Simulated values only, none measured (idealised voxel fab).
process module | voxel trench capacitor
cross-section cut | 290 nm wide | cells 5 nm
A cross-section is a grid of square cells, given in bands from the top down. A band is one or more rows of cells.
Each band's line starts with the height of the band's top and of its bottom, in nm. Then come its materials from left to right, each with its width in nm. One material with "throughout" fills the band from edge to edge. "air" is empty space.
Height 0 is the level under which the wafer as received is all one material. The lowest band goes on downwards, as in "0 down".
A width such as "30 to 40" changes by the same amount from each row of cells to the next, from the band's top row to its bottom row.
"no change" after a step means that no cell of the cross-section changed.
closed voids: empty space of 8 cells or more with no open way to the top, each as width x height at its distance from the left edge, in nm
after a step's settings: what the simulator itself notes on the step
overlay nm, on a step with a mask: how far to the right of its planned place the mask lay; to the left if negative
plan
1 op RECEIVE | material Si
2 op CONFORMAL_DEP | material SiN | thk nm 10
3 op PATTERN | tone open | mask id TRENCH | material resist | width nm 15 | pitch nm 35 | thk nm 15 | overlay nm 0
4 op DIRECTIONAL_ETCH | etch materials SiN | depth nm 10
5 op DIRECTIONAL_ETCH | etch materials Si | depth nm 25
6 op STRIP | etch materials resist
7 op CONFORMAL_DEP | material Al2O3 | thk nm 5
8 op FILL_DEP | material polySi | thk nm 10
9 op CMP | height nm 10
as received, after step 1
  0 down: Si throughout
  closed voids: none
first wafer at the end, as planned
  10 to 0: SiN 100 | Al2O3 5 | polySi 5 | Al2O3 5 | SiN 20 | Al2O3 5 | polySi 5 | Al2O3 5 | SiN 20 | Al2O3 5 | polySi 5 | Al2O3 5 | SiN 105
  0 to -20: Si 100 | Al2O3 5 | polySi 5 | Al2O3 5 | Si 20 | Al2O3 5 | polySi 5 | Al2O3 5 | Si 20 | Al2O3 5 | polySi 5 | Al2O3 5 | Si 105
  -20 to -25: Si 100 | Al2O3 15 | Si 20 | Al2O3 15 | Si 20 | Al2O3 15 | Si 105
  -25 down: Si throughout
  closed voids: none
second wafer at the end: like start, like plan, one mistake
  10 to 0: SiN 95 | Al2O3 5 | polySi 5 | Al2O3 5 | SiN 20 | Al2O3 5 | polySi 5 | Al2O3 5 | SiN 20 | Al2O3 5 | polySi 5 | Al2O3 5 | SiN 110
  0 to -20: Si 95 | Al2O3 5 | polySi 5 | Al2O3 5 | Si 20 | Al2O3 5 | polySi 5 | Al2O3 5 | Si 20 | Al2O3 5 | polySi 5 | Al2O3 5 | Si 110
  -20 to -25: Si 95 | Al2O3 15 | Si 20 | Al2O3 15 | Si 20 | Al2O3 15 | Si 110
  -25 down: Si throughout
  closed voids: none
what went wrong: step 3 ran as: op PATTERN | tone open | mask id TRENCH | material resist | width nm 15 | pitch nm 35 | thk nm 15 | overlay nm -5
at the end the second wafer has, in cells: as many of each material as the first, in other places
